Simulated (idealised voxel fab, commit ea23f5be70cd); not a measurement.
Module name: voxel transistor to metal (process module)
FYI the section here is cut, 175 nm wide, cells are 5 nm squares.
For the purposes of this document, a cross-section shall be understood as a grid of square cells, specified as bands listed in top-to-bottom order, each band consisting of one or more rows of cells. A band entry consists of two parts. The first gives the height of the band's top and the height of its bottom, in nm. The rest lists the band's materials from left to right, each with its width in nm. A single material labelled with the word "all across" fills the band from edge to edge, and the word "air" marks empty space. Heads up on the height convention: 0 is the point under which the incoming wafer is all one material, and the lowest band has no bottom, it just keeps going down, like "0..down". Read "30..40" as a graded width: first number on top, second number at the bottom, same change between each pair of neighbouring rows. "all unchanged" for a step: no cell of the cross-section changed in that step. Heads up: "Closed voids list" only lists the empty pockets with no open path to the top that are 8 cells or more, and it writes them as width x height at distance, distance from the left edge, in nm. Text after the settings on a step's line: the simulator's own remark on that step. overlay nm: mask offset rightward from planned place, masked step; negative means leftward offset.

## List of planned process steps
1: RECEIVE [material Si]
2: OXIDIZE [depth nm 5]
3: CONFORMAL_DEP [material SiN] [thk nm 15]
4: MASKED_ETCH [tone cover] [mask id ACTIVE] [width nm 125] [etch materials SiN] [depth nm 15] [overlay nm 0]
5: MASKED_ETCH [tone cover] [mask id ACTIVE] [width nm 125] [etch materials SiO2] [depth nm 5] [overlay nm 0]
6: MASKED_ETCH [tone cover] [mask id ACTIVE] [width nm 125] [etch materials Si] [depth nm 20] [overlay nm 0]
7: OXIDIZE [depth nm 5]
8: FILL_DEP [material SiO2] [thk nm 5]
9: CMP [height nm 15]
10: SELECTIVE_ETCH [etch materials SiO2] [depth nm 10]
11: STRIP [etch materials SiN]
12: SELECTIVE_ETCH [etch materials SiO2] [depth nm 5]
13: OXIDIZE [depth nm 5]
14: DIRECTIONAL_DEP [material polySi] [thk nm 30]
15: DIRECTIONAL_DEP [material SiCN] [thk nm 15]
16: MASKED_ETCH [tone cover] [mask id GATE] [width nm 25] [etch materials SiCN] [depth nm 25] [overlay nm 0]
17: MASKED_ETCH [tone cover] [mask id GATE] [width nm 25] [etch materials polySi] [depth nm 40] [overlay nm 0]
18: CONFORMAL_DEP [material SiN] [thk nm 5]
19: DIRECTIONAL_ETCH [etch materials SiN] [depth nm 5]
20: DIRECTIONAL_ETCH [etch materials SiO2] [depth nm 5]
21: DIRECTIONAL_ETCH [etch materials Si] [depth nm 10]
22: EPI [material nSi] [thk nm 15]
23: FILL_DEP [material SiO2] [thk nm 5]
24: CMP [height nm 25]
25: STRIP [etch materials polySi]
26: SELECTIVE_ETCH [etch materials SiO2] [depth nm 5]
27: CONFORMAL_DEP [material HfO2] [thk nm 5]
28: CONFORMAL_DEP [material TiN] [thk nm 5]
29: FILL_DEP [material W] [thk nm 5]
30: CMP [height nm 20]
31: DIRECTIONAL_DEP [material SiO2] [thk nm 15]
32: DIRECTIONAL_DEP [material aC] [thk nm 10]
33: PATTERN [tone open] [mask id CONTACT] [material resist] [width nm 20] [pitch nm 85] [thk nm 30] [overlay nm 0]
34: DIRECTIONAL_ETCH [etch materials aC] [depth nm 10]
35: STRIP [etch materials resist]
36: DIRECTIONAL_ETCH [etch materials SiO2] [depth nm 40]
37: STRIP [etch materials aC]
38: CONFORMAL_DEP [material TiN] [thk nm 5]
39: FILL_DEP [material W] [thk nm 5]
40: CMP [height nm 35]
41: DIRECTIONAL_DEP [material TiN] [thk nm 5]
42: DIRECTIONAL_DEP [material Ru] [thk nm 15]
43: MASKED_ETCH [tone cover] [mask id METAL_1] [width nm 20] [pitch nm 85] [etch materials Ru] [depth nm 15] [overlay nm 0]
44: MASKED_ETCH [tone cover] [mask id METAL_1] [width nm 20] [pitch nm 85] [etch materials TiN] [depth nm 5] [overlay nm 0]
45: FILL_DEP [material SiO2] [thk nm 10]
46: CMP [height nm 55]
47: CONFORMAL_DEP [material SiCN] [thk nm 5]
48: DIRECTIONAL_DEP [material SiO2] [thk nm 25]
49: MASKED_ETCH [tone open] [mask id METAL_2_HOLES] [width nm 15] [pitch nm 85] [etch materials SiO2] [depth nm 25] [overlay nm 0]
50: DIRECTIONAL_DEP [material aC] [thk nm 15]
51: PATTERN [tone open] [mask id METAL_2] [material resist] [width nm 20] [pitch nm 85] [thk nm 35] [overlay nm 0]
52: DIRECTIONAL_ETCH [etch materials aC] [depth nm 15]
53: STRIP [etch materials resist]
54: DIRECTIONAL_ETCH [etch materials SiO2] [depth nm 15]
55: DIRECTIONAL_ETCH [etch materials SiCN] [depth nm 5]
56: STRIP [etch materials aC]
57: CONFORMAL_DEP [material TiN] [thk nm 5]
58: FILL_DEP [material Ru] [thk nm 5]
59: CMP [height nm 85]
60: CONFORMAL_DEP [material SiCN] [thk nm 5]

## First of two wafers, processed according to plan

## Cross-section: wafer on arrival = after step 1
  0..down | Si all across
  Closed voids list: none

## After step 2, in cross-section
  0..-5 | SiO2 all across
  Anything lower than -5 is untouched.

## After step 3, in cross-section
  15..0 | SiN all across
  Anything lower than 0 is untouched.

## After step 4, in cross-section
  15..0 | air 25  SiN 125  air 25
  Anything lower than 0 is untouched.

## After step 5, in cross-section
  15..0 | air 25  SiN 125  air 25
  0..-5 | air 25  SiO2 125  air 25
  Anything lower than -5 is untouched.

## After step 6, in cross-section
  15..0 | air 25  SiN 125  air 25
  0..-5 | air 25  SiO2 125  air 25
  -5..-25 | air 25  Si 125  air 25
  Anything lower than -25 is untouched.

## After step 7, in cross-section
  15..0 | air 25  SiN 125  air 25
  0..-5 | air 25  SiO2 125  air 25
  -5..-25 | air 25  SiO2 5  Si 115  SiO2 5  air 25
  -25..-30 | SiO2 30  Si 115  SiO2 30
  Anything lower than -30 is untouched.

## After step 8, in cross-section
  20..15 | SiO2 all across
  15..0 | SiO2 25  SiN 125  SiO2 25
  0..-5 | SiO2 all across
  -5..-30 | SiO2 30  Si 115  SiO2 30
  Anything lower than -30 is untouched.

## After step 9, in cross-section
  15..0 | SiO2 25  SiN 125  SiO2 25
  Anything lower than 0 is untouched.

## After step 10, in cross-section
  15..5 | air 25  SiN 125  air 25
  Anything lower than 5 is untouched.

## After step 11, in cross-section
  5..0 | SiO2 25  air 125  SiO2 25
  Anything lower than 0 is untouched.

## After step 12, in cross-section
  0..-5 | SiO2 20  air 135  SiO2 20
  Anything lower than -5 is untouched.

## After step 13, in cross-section
  0..-5 | SiO2 20  air 135  SiO2 20
  -5..-10 | SiO2 all across
  Anything lower than -10 is untouched.

## After step 14, in cross-section
  30..25 | polySi 20  air 135  polySi 20
  25..0 | polySi all across
  0..-5 | SiO2 20  polySi 135  SiO2 20
  Anything lower than -5 is untouched.

## After step 15, in cross-section
  45..40 | SiCN 20  air 135  SiCN 20
  40..30 | SiCN all across
  30..25 | polySi 20  SiCN 135  polySi 20
  Anything lower than 25 is untouched.

## After step 16, in cross-section
  40..30 | air 75  SiCN 25  air 75
  30..25 | polySi 20  air 55  SiCN 25  air 55  polySi 20
  Anything lower than 25 is untouched.

## After step 17, in cross-section
  40..25 | air 75  SiCN 25  air 75
  25..0 | air 75  polySi 25  air 75
  0..-5 | SiO2 20  air 55  polySi 25  air 55  SiO2 20
  Anything lower than -5 is untouched.

## After step 18, in cross-section
  45..40 | air 70  SiN 35  air 70
  40..25 | air 70  SiN 5  SiCN 25  SiN 5  air 70
  25..5 | air 70  SiN 5  polySi 25  SiN 5  air 70
  5..0 | SiN 25  air 45  SiN 5  polySi 25  SiN 5  air 45  SiN 25
  0..-5 | SiO2 20  SiN 55  polySi 25  SiN 55  SiO2 20
  Anything lower than -5 is untouched.

## After step 19, in cross-section
  40..25 | air 70  SiN 5  SiCN 25  SiN 5  air 70
  25..0 | air 70  SiN 5  polySi 25  SiN 5  air 70
  0..-5 | SiO2 20  SiN 5  air 45  SiN 5  polySi 25  SiN 5  air 45  SiN 5  SiO2 20
  Anything lower than -5 is untouched.

## After step 20, in cross-section
  40..25 | air 70  SiN 5  SiCN 25  SiN 5  air 70
  25..0 | air 70  SiN 5  polySi 25  SiN 5  air 70
  0..-5 | air 20  SiN 5  air 45  SiN 5  polySi 25  SiN 5  air 45  SiN 5  air 20
  -5..-10 | SiO2 25  air 45  SiO2 35  air 45  SiO2 25
  Anything lower than -10 is untouched.

## After step 21, in cross-section
  40..25 | air 70  SiN 5  SiCN 25  SiN 5  air 70
  25..0 | air 70  SiN 5  polySi 25  SiN 5  air 70
  0..-5 | air 20  SiN 5  air 45  SiN 5  polySi 25  SiN 5  air 45  SiN 5  air 20
  -5..-10 | SiO2 25  air 45  SiO2 35  air 45  SiO2 25
  -10..-20 | SiO2 30  air 40  Si 35  air 40  SiO2 30
  Anything lower than -20 is untouched.

## After step 22, in cross-section
  40..25 | air 70  SiN 5  SiCN 25  SiN 5  air 70
  25..5 | air 70  SiN 5  polySi 25  SiN 5  air 70
  5..0 | air 55  nSi 15  SiN 5  polySi 25  SiN 5  nSi 15  air 55
  0..-5 | air 20  SiN 5  air 30  nSi 15  SiN 5  polySi 25  SiN 5  nSi 15  air 30  SiN 5  air 20
  -5..-10 | SiO2 25  nSi 45  SiO2 35  nSi 45  SiO2 25
  -10..-20 | SiO2 30  nSi 40  Si 35  nSi 40  SiO2 30
  Anything lower than -20 is untouched.

## After step 23, in cross-section
  45..40 | SiO2 all across
  40..25 | SiO2 70  SiN 5  SiCN 25  SiN 5  SiO2 70
  25..5 | SiO2 70  SiN 5  polySi 25  SiN 5  SiO2 70
  5..0 | SiO2 55  nSi 15  SiN 5  polySi 25  SiN 5  nSi 15  SiO2 55
  0..-5 | SiO2 20  SiN 5  SiO2 30  nSi 15  SiN 5  polySi 25  SiN 5  nSi 15  SiO2 30  SiN 5  SiO2 20
  Anything lower than -5 is untouched.

## After step 24, in cross-section
  25..5 | SiO2 70  SiN 5  polySi 25  SiN 5  SiO2 70
  Anything lower than 5 is untouched.

## After step 25, in cross-section
  25..5 | SiO2 70  SiN 5  air 25  SiN 5  SiO2 70
  5..0 | SiO2 55  nSi 15  SiN 5  air 25  SiN 5  nSi 15  SiO2 55
  0..-5 | SiO2 20  SiN 5  SiO2 30  nSi 15  SiN 5  air 25  SiN 5  nSi 15  SiO2 30  SiN 5  SiO2 20
  Anything lower than -5 is untouched.

## After step 26, in cross-section
  25..20 | air 70  SiN 5  air 25  SiN 5  air 70
  20..5 | SiO2 70  SiN 5  air 25  SiN 5  SiO2 70
  5..0 | SiO2 55  nSi 15  SiN 5  air 25  SiN 5  nSi 15  SiO2 55
  0..-5 | SiO2 20  SiN 5  SiO2 30  nSi 15  SiN 5  air 25  SiN 5  nSi 15  SiO2 30  SiN 5  SiO2 20
  -5..-10 | SiO2 25  nSi 45  air 35  nSi 45  SiO2 25
  Anything lower than -10 is untouched.

## After step 27, in cross-section
  30..25 | air 65  HfO2 15  air 15  HfO2 15  air 65
  25..20 | HfO2 70  SiN 5  HfO2 5  air 15  HfO2 5  SiN 5  HfO2 70
  20..5 | SiO2 70  SiN 5  HfO2 5  air 15  HfO2 5  SiN 5  SiO2 70
  5..0 | SiO2 55  nSi 15  SiN 5  HfO2 5  air 15  HfO2 5  SiN 5  nSi 15  SiO2 55
  0..-5 | SiO2 20  SiN 5  SiO2 30  nSi 15  SiN 5  HfO2 5  air 15  HfO2 5  SiN 5  nSi 15  SiO2 30  SiN 5  SiO2 20
  -5..-10 | SiO2 25  nSi 45  HfO2 35  nSi 45  SiO2 25
  Anything lower than -10 is untouched.

## After step 28, in cross-section
  35..30 | air 60  TiN 25  air 5  TiN 25  air 60
  30..25 | TiN 65  HfO2 15  TiN 5  air 5  TiN 5  HfO2 15  TiN 65
  25..20 | HfO2 70  SiN 5  HfO2 5  TiN 5  air 5  TiN 5  HfO2 5  SiN 5  HfO2 70
  20..5 | SiO2 70  SiN 5  HfO2 5  TiN 5  air 5  TiN 5  HfO2 5  SiN 5  SiO2 70
  5..0 | SiO2 55  nSi 15  SiN 5  HfO2 5  TiN 5  air 5  TiN 5  HfO2 5  SiN 5  nSi 15  SiO2 55
  0..-5 | SiO2 20  SiN 5  SiO2 30  nSi 15  SiN 5  HfO2 5  TiN 15  HfO2 5  SiN 5  nSi 15  SiO2 30  SiN 5  SiO2 20
  Anything lower than -5 is untouched.

## After step 29, in cross-section
  40..35 | W all across
  35..30 | W 60  TiN 25  W 5  TiN 25  W 60
  30..25 | TiN 65  HfO2 15  TiN 5  W 5  TiN 5  HfO2 15  TiN 65
  25..20 | HfO2 70  SiN 5  HfO2 5  TiN 5  W 5  TiN 5  HfO2 5  SiN 5  HfO2 70
  20..5 | SiO2 70  SiN 5  HfO2 5  TiN 5  W 5  TiN 5  HfO2 5  SiN 5  SiO2 70
  5..0 | SiO2 55  nSi 15  SiN 5  HfO2 5  TiN 5  W 5  TiN 5  HfO2 5  SiN 5  nSi 15  SiO2 55
  Anything lower than 0 is untouched.

## After step 30, in cross-section
  20..5 | SiO2 70  SiN 5  HfO2 5  TiN 5  W 5  TiN 5  HfO2 5  SiN 5  SiO2 70
  Anything lower than 5 is untouched.

## After step 31, in cross-section
  35..20 | SiO2 all across
  Anything lower than 20 is untouched.

## After step 32, in cross-section
  45..35 | aC all across
  Anything lower than 35 is untouched.

## After step 33, in cross-section
  75..45 | resist 35  air 20  resist 65  air 20  resist 35
  Anything lower than 45 is untouched.

## After step 34, in cross-section
  65..45 | resist 35  air 20  resist 65  air 20  resist 35
  45..35 | aC 35  air 20  aC 65  air 20  aC 35
  Anything lower than 35 is untouched.

## After step 35, in cross-section
  45..35 | aC 35  air 20  aC 65  air 20  aC 35
  Anything lower than 35 is untouched.

## After step 36, in cross-section
  45..35 | aC 35  air 20  aC 65  air 20  aC 35
  35..20 | SiO2 35  air 20  SiO2 65  air 20  SiO2 35
  20..5 | SiO2 35  air 20  SiO2 15  SiN 5  HfO2 5  TiN 5  W 5  TiN 5  HfO2 5  SiN 5  SiO2 15  air 20  SiO2 35
  5..0 | SiO2 35  air 20  nSi 15  SiN 5  HfO2 5  TiN 5  W 5  TiN 5  HfO2 5  SiN 5  nSi 15  air 20  SiO2 35
  0..-5 | SiO2 20  SiN 5  SiO2 10  air 20  nSi 15  SiN 5  HfO2 5  TiN 15  HfO2 5  SiN 5  nSi 15  air 20  SiO2 10  SiN 5  SiO2 20
  Anything lower than -5 is untouched.

## After step 37, in cross-section
  35..20 | SiO2 35  air 20  SiO2 65  air 20  SiO2 35
  Anything lower than 20 is untouched.

## After step 38, in cross-section
  40..35 | TiN 40  air 10  TiN 75  air 10  TiN 40
  35..20 | SiO2 35  TiN 5  air 10  TiN 5  SiO2 65  TiN 5  air 10  TiN 5  SiO2 35
  20..5 | SiO2 35  TiN 5  air 10  TiN 5  SiO2 15  SiN 5  HfO2 5  TiN 5  W 5  TiN 5  HfO2 5  SiN 5  SiO2 15  TiN 5  air 10  TiN 5  SiO2 35
  5..0 | SiO2 35  TiN 5  air 10  TiN 5  nSi 15  SiN 5  HfO2 5  TiN 5  W 5  TiN 5  HfO2 5  SiN 5  nSi 15  TiN 5  air 10  TiN 5  SiO2 35
  0..-5 | SiO2 20  SiN 5  SiO2 10  TiN 20  nSi 15  SiN 5  HfO2 5  TiN 15  HfO2 5  SiN 5  nSi 15  TiN 20  SiO2 10  SiN 5  SiO2 20
  Anything lower than -5 is untouched.

## After step 39, in cross-section
  45..40 | W all across
  40..35 | TiN 40  W 10  TiN 75  W 10  TiN 40
  35..20 | SiO2 35  TiN 5  W 10  TiN 5  SiO2 65  TiN 5  W 10  TiN 5  SiO2 35
  20..5 | SiO2 35  TiN 5  W 10  TiN 5  SiO2 15  SiN 5  HfO2 5  TiN 5  W 5  TiN 5  HfO2 5  SiN 5  SiO2 15  TiN 5  W 10  TiN 5  SiO2 35
  5..0 | SiO2 35  TiN 5  W 10  TiN 5  nSi 15  SiN 5  HfO2 5  TiN 5  W 5  TiN 5  HfO2 5  SiN 5  nSi 15  TiN 5  W 10  TiN 5  SiO2 35
  Anything lower than 0 is untouched.

## After step 40, in cross-section
  35..20 | SiO2 35  TiN 5  W 10  TiN 5  SiO2 65  TiN 5  W 10  TiN 5  SiO2 35
  Anything lower than 20 is untouched.

## After step 41, in cross-section
  40..35 | TiN all across
  Anything lower than 35 is untouched.

## After step 42, in cross-section
  55..40 | Ru all across
  Anything lower than 40 is untouched.

## After step 43, in cross-section
  55..40 | air 35  Ru 20  air 65  Ru 20  air 35
  Anything lower than 40 is untouched.

## After step 44, in cross-section
  55..40 | air 35  Ru 20  air 65  Ru 20  air 35
  40..35 | air 35  TiN 20  air 65  TiN 20  air 35
  Anything lower than 35 is untouched.

## After step 45, in cross-section
  65..55 | SiO2 all across
  55..40 | SiO2 35  Ru 20  SiO2 65  Ru 20  SiO2 35
  40..35 | SiO2 35  TiN 20  SiO2 65  TiN 20  SiO2 35
  Anything lower than 35 is untouched.

## After step 46, in cross-section
  55..40 | SiO2 35  Ru 20  SiO2 65  Ru 20  SiO2 35
  Anything lower than 40 is untouched.

## After step 47, in cross-section
  60..55 | SiCN all across
  Anything lower than 55 is untouched.

## After step 48, in cross-section
  85..60 | SiO2 all across
  Anything lower than 60 is untouched.

## After step 49, in cross-section
  85..60 | SiO2 35  air 15  SiO2 70  air 15  SiO2 40
  Anything lower than 60 is untouched.

## After step 50, in cross-section
  100..85 | aC 35  air 15  aC 70  air 15  aC 40
  85..75 | SiO2 35  air 15  SiO2 70  air 15  SiO2 40
  75..60 | SiO2 35  aC 15  SiO2 70  aC 15  SiO2 40
  Anything lower than 60 is untouched.

## After step 51, in cross-section
  135..100 | resist 35  air 20  resist 65  air 20  resist 35
  Anything lower than 100 is untouched.

## After step 52, in cross-section
  120..100 | resist 35  air 20  resist 65  air 20  resist 35
  100..85 | aC 35  air 20  aC 65  air 20  aC 35
  85..60 | SiO2 35  air 15  SiO2 70  air 15  SiO2 40
  Anything lower than 60 is untouched.

## After step 53, in cross-section
  100..85 | aC 35  air 20  aC 65  air 20  aC 35
  Anything lower than 85 is untouched.

## After step 54, in cross-section
  100..85 | aC 35  air 20  aC 65  air 20  aC 35
  85..70 | SiO2 35  air 20  SiO2 65  air 20  SiO2 35
  Anything lower than 70 is untouched.

## After step 55, in cross-section
  100..85 | aC 35  air 20  aC 65  air 20  aC 35
  85..70 | SiO2 35  air 20  SiO2 65  air 20  SiO2 35
  70..60 | SiO2 35  air 15  SiO2 70  air 15  SiO2 40
  60..55 | SiCN 35  air 15  SiCN 70  air 15  SiCN 40
  Anything lower than 55 is untouched.

## After step 56, in cross-section
  85..70 | SiO2 35  air 20  SiO2 65  air 20  SiO2 35
  Anything lower than 70 is untouched.

## After step 57, in cross-section
  90..85 | TiN 40  air 10  TiN 75  air 10  TiN 40
  85..75 | SiO2 35  TiN 5  air 10  TiN 5  SiO2 65  TiN 5  air 10  TiN 5  SiO2 35
  75..70 | SiO2 35  TiN 5  air 5  TiN 10  SiO2 65  TiN 5  air 5  TiN 10  SiO2 35
  70..60 | SiO2 35  TiN 5  air 5  TiN 5  SiO2 70  TiN 5  air 5  TiN 5  SiO2 40
  60..55 | SiCN 35  TiN 15  SiCN 70  TiN 15  SiCN 40
  Anything lower than 55 is untouched.

## After step 58, in cross-section
  95..90 | Ru all across
  90..85 | TiN 40  Ru 10  TiN 75  Ru 10  TiN 40
  85..75 | SiO2 35  TiN 5  Ru 10  TiN 5  SiO2 65  TiN 5  Ru 10  TiN 5  SiO2 35
  75..70 | SiO2 35  TiN 5  Ru 5  TiN 10  SiO2 65  TiN 5  Ru 5  TiN 10  SiO2 35
  70..60 | SiO2 35  TiN 5  Ru 5  TiN 5  SiO2 70  TiN 5  Ru 5  TiN 5  SiO2 40
  Anything lower than 60 is untouched.

## After step 59, in cross-section
  85..75 | SiO2 35  TiN 5  Ru 10  TiN 5  SiO2 65  TiN 5  Ru 10  TiN 5  SiO2 35
  Anything lower than 75 is untouched.

## After step 60, in cross-section
  90..85 | SiCN all across
  Anything lower than 85 is untouched.

## Wafer two of the pair: same origin, same plan, one error during the run; identical to wafer one up to and including step 32

## Second wafer, section view, time point: scheduled end of step 33
  75..45 | air 35  resist 20  air 65  resist 20  air 35
  Anything lower than 45 is untouched.

## Second wafer, section view, time point: scheduled end of step 34
  65..45 | air 35  resist 20  air 65  resist 20  air 35
  45..35 | air 35  aC 20  air 65  aC 20  air 35
  Anything lower than 35 is untouched.

## Second wafer, section view, time point: scheduled end of step 35
  45..35 | air 35  aC 20  air 65  aC 20  air 35
  Anything lower than 35 is untouched.

## Second wafer, section view, time point: scheduled end of step 36
  45..35 | air 35  aC 20  air 65  aC 20  air 35
  35..20 | air 35  SiO2 20  air 65  SiO2 20  air 35
  20..5 | air 35  SiO2 20  air 15  SiN 5  HfO2 5  TiN 5  W 5  TiN 5  HfO2 5  SiN 5  air 15  SiO2 20  air 35
  5..0 | air 35  SiO2 20  nSi 15  SiN 5  HfO2 5  TiN 5  W 5  TiN 5  HfO2 5  SiN 5  nSi 15  SiO2 20  air 35
  0..-5 | air 20  SiN 5  air 10  SiO2 20  nSi 15  SiN 5  HfO2 5  TiN 15  HfO2 5  SiN 5  nSi 15  SiO2 20  air 10  SiN 5  air 20
  Anything lower than -5 is untouched.

## Second wafer, section view, time point: scheduled end of step 37
  35..20 | air 35  SiO2 20  air 65  SiO2 20  air 35
  Anything lower than 20 is untouched.

## Second wafer, section view, time point: scheduled end of step 38
  40..35 | air 30  TiN 30  air 55  TiN 30  air 30
  35..25 | air 30  TiN 5  SiO2 20  TiN 5  air 55  TiN 5  SiO2 20  TiN 5  air 30
  25..20 | air 30  TiN 5  SiO2 20  TiN 5  air 5  TiN 45  air 5  TiN 5  SiO2 20  TiN 5  air 30
  20..10 | air 30  TiN 5  SiO2 20  TiN 5  air 5  TiN 5  SiN 5  HfO2 5  TiN 5  W 5  TiN 5  HfO2 5  SiN 5  TiN 5  air 5  TiN 5  SiO2 20  TiN 5  air 30
  10..5 | air 30  TiN 5  SiO2 20  TiN 15  SiN 5  HfO2 5  TiN 5  W 5  TiN 5  HfO2 5  SiN 5  TiN 15  SiO2 20  TiN 5  air 30
  5..0 | air 15  TiN 20  SiO2 20  nSi 15  SiN 5  HfO2 5  TiN 5  W 5  TiN 5  HfO2 5  SiN 5  nSi 15  SiO2 20  TiN 20  air 15
  0..-5 | TiN 20  SiN 5  TiN 10  SiO2 20  nSi 15  SiN 5  HfO2 5  TiN 15  HfO2 5  SiN 5  nSi 15  SiO2 20  TiN 10  SiN 5  TiN 20
  Anything lower than -5 is untouched.

## Second wafer, section view, time point: scheduled end of step 39
  45..40 | W all across
  40..35 | W 30  TiN 30  W 55  TiN 30  W 30
  35..25 | W 30  TiN 5  SiO2 20  TiN 5  W 55  TiN 5  SiO2 20  TiN 5  W 30
  25..20 | W 30  TiN 5  SiO2 20  TiN 5  W 5  TiN 45  W 5  TiN 5  SiO2 20  TiN 5  W 30
  20..10 | W 30  TiN 5  SiO2 20  TiN 5  W 5  TiN 5  SiN 5  HfO2 5  TiN 5  W 5  TiN 5  HfO2 5  SiN 5  TiN 5  W 5  TiN 5  SiO2 20  TiN 5  W 30
  10..5 | W 30  TiN 5  SiO2 20  TiN 15  SiN 5  HfO2 5  TiN 5  W 5  TiN 5  HfO2 5  SiN 5  TiN 15  SiO2 20  TiN 5  W 30
  5..0 | W 15  TiN 20  SiO2 20  nSi 15  SiN 5  HfO2 5  TiN 5  W 5  TiN 5  HfO2 5  SiN 5  nSi 15  SiO2 20  TiN 20  W 15
  Anything lower than 0 is untouched.

## Second wafer, section view, time point: scheduled end of step 40
  35..25 | W 30  TiN 5  SiO2 20  TiN 5  W 55  TiN 5  SiO2 20  TiN 5  W 30
  Anything lower than 25 is untouched.

## Second wafer, section view, time point: scheduled end of step 41
  40..35 | TiN all across
  Anything lower than 35 is untouched.

## Second wafer, section view, time point: scheduled end of step 42
  55..40 | Ru all across
  Anything lower than 40 is untouched.

## Second wafer, section view, time point: scheduled end of step 43
  55..40 | air 35  Ru 20  air 65  Ru 20  air 35
  Anything lower than 40 is untouched.

## Second wafer, section view, time point: scheduled end of step 44
  55..40 | air 35  Ru 20  air 65  Ru 20  air 35
  40..35 | air 35  TiN 20  air 65  TiN 20  air 35
  Anything lower than 35 is untouched.

## Second wafer, section view, time point: scheduled end of step 45
  65..55 | SiO2 all across
  55..40 | SiO2 35  Ru 20  SiO2 65  Ru 20  SiO2 35
  40..35 | SiO2 35  TiN 20  SiO2 65  TiN 20  SiO2 35
  Anything lower than 35 is untouched.

## Second wafer, section view, time point: scheduled end of step 46
  55..40 | SiO2 35  Ru 20  SiO2 65  Ru 20  SiO2 35
  Anything lower than 40 is untouched.

## Second wafer, section view, time point: scheduled end of step 47
  60..55 | SiCN all across
  Anything lower than 55 is untouched.

## Second wafer, section view, time point: scheduled end of step 48
  85..60 | SiO2 all across
  Anything lower than 60 is untouched.

## Second wafer, section view, time point: scheduled end of step 49
  85..60 | SiO2 35  air 15  SiO2 70  air 15  SiO2 40
  Anything lower than 60 is untouched.

## Second wafer, section view, time point: scheduled end of step 50
  100..85 | aC 35  air 15  aC 70  air 15  aC 40
  85..75 | SiO2 35  air 15  SiO2 70  air 15  SiO2 40
  75..60 | SiO2 35  aC 15  SiO2 70  aC 15  SiO2 40
  Anything lower than 60 is untouched.

## Second wafer, section view, time point: scheduled end of step 51
  135..100 | resist 35  air 20  resist 65  air 20  resist 35
  Anything lower than 100 is untouched.

## Second wafer, section view, time point: scheduled end of step 52
  120..100 | resist 35  air 20  resist 65  air 20  resist 35
  100..85 | aC 35  air 20  aC 65  air 20  aC 35
  85..60 | SiO2 35  air 15  SiO2 70  air 15  SiO2 40
  Anything lower than 60 is untouched.

## Second wafer, section view, time point: scheduled end of step 53
  100..85 | aC 35  air 20  aC 65  air 20  aC 35
  Anything lower than 85 is untouched.

## Second wafer, section view, time point: scheduled end of step 54
  100..85 | aC 35  air 20  aC 65  air 20  aC 35
  85..70 | SiO2 35  air 20  SiO2 65  air 20  SiO2 35
  Anything lower than 70 is untouched.

## Second wafer, section view, time point: scheduled end of step 55
  100..85 | aC 35  air 20  aC 65  air 20  aC 35
  85..70 | SiO2 35  air 20  SiO2 65  air 20  SiO2 35
  70..60 | SiO2 35  air 15  SiO2 70  air 15  SiO2 40
  60..55 | SiCN 35  air 15  SiCN 70  air 15  SiCN 40
  Anything lower than 55 is untouched.

## Second wafer, section view, time point: scheduled end of step 56
  85..70 | SiO2 35  air 20  SiO2 65  air 20  SiO2 35
  Anything lower than 70 is untouched.

## Second wafer, section view, time point: scheduled end of step 57
  90..85 | TiN 40  air 10  TiN 75  air 10  TiN 40
  85..75 | SiO2 35  TiN 5  air 10  TiN 5  SiO2 65  TiN 5  air 10  TiN 5  SiO2 35
  75..70 | SiO2 35  TiN 5  air 5  TiN 10  SiO2 65  TiN 5  air 5  TiN 10  SiO2 35
  70..60 | SiO2 35  TiN 5  air 5  TiN 5  SiO2 70  TiN 5  air 5  TiN 5  SiO2 40
  60..55 | SiCN 35  TiN 15  SiCN 70  TiN 15  SiCN 40
  Anything lower than 55 is untouched.

## Second wafer, section view, time point: scheduled end of step 58
  95..90 | Ru all across
  90..85 | TiN 40  Ru 10  TiN 75  Ru 10  TiN 40
  85..75 | SiO2 35  TiN 5  Ru 10  TiN 5  SiO2 65  TiN 5  Ru 10  TiN 5  SiO2 35
  75..70 | SiO2 35  TiN 5  Ru 5  TiN 10  SiO2 65  TiN 5  Ru 5  TiN 10  SiO2 35
  70..60 | SiO2 35  TiN 5  Ru 5  TiN 5  SiO2 70  TiN 5  Ru 5  TiN 5  SiO2 40
  Anything lower than 60 is untouched.

## Second wafer, section view, time point: scheduled end of step 59
  85..75 | SiO2 35  TiN 5  Ru 10  TiN 5  SiO2 65  TiN 5  Ru 10  TiN 5  SiO2 35
  Anything lower than 75 is untouched.

## Second wafer, section view, time point: scheduled end of step 60
  90..85 | SiCN all across
  Anything lower than 85 is untouched.
what went wrong: in deviation from the planned setting, step 33 was conducted as PATTERN [tone cover] [mask id CONTACT] [material resist] [width nm 20] [pitch nm 85] [thk nm 30] [overlay nm 0]
Final difference in cells, second wafer against first, listed per material as more or fewer: SiO2 -103, TiN +25, W +78
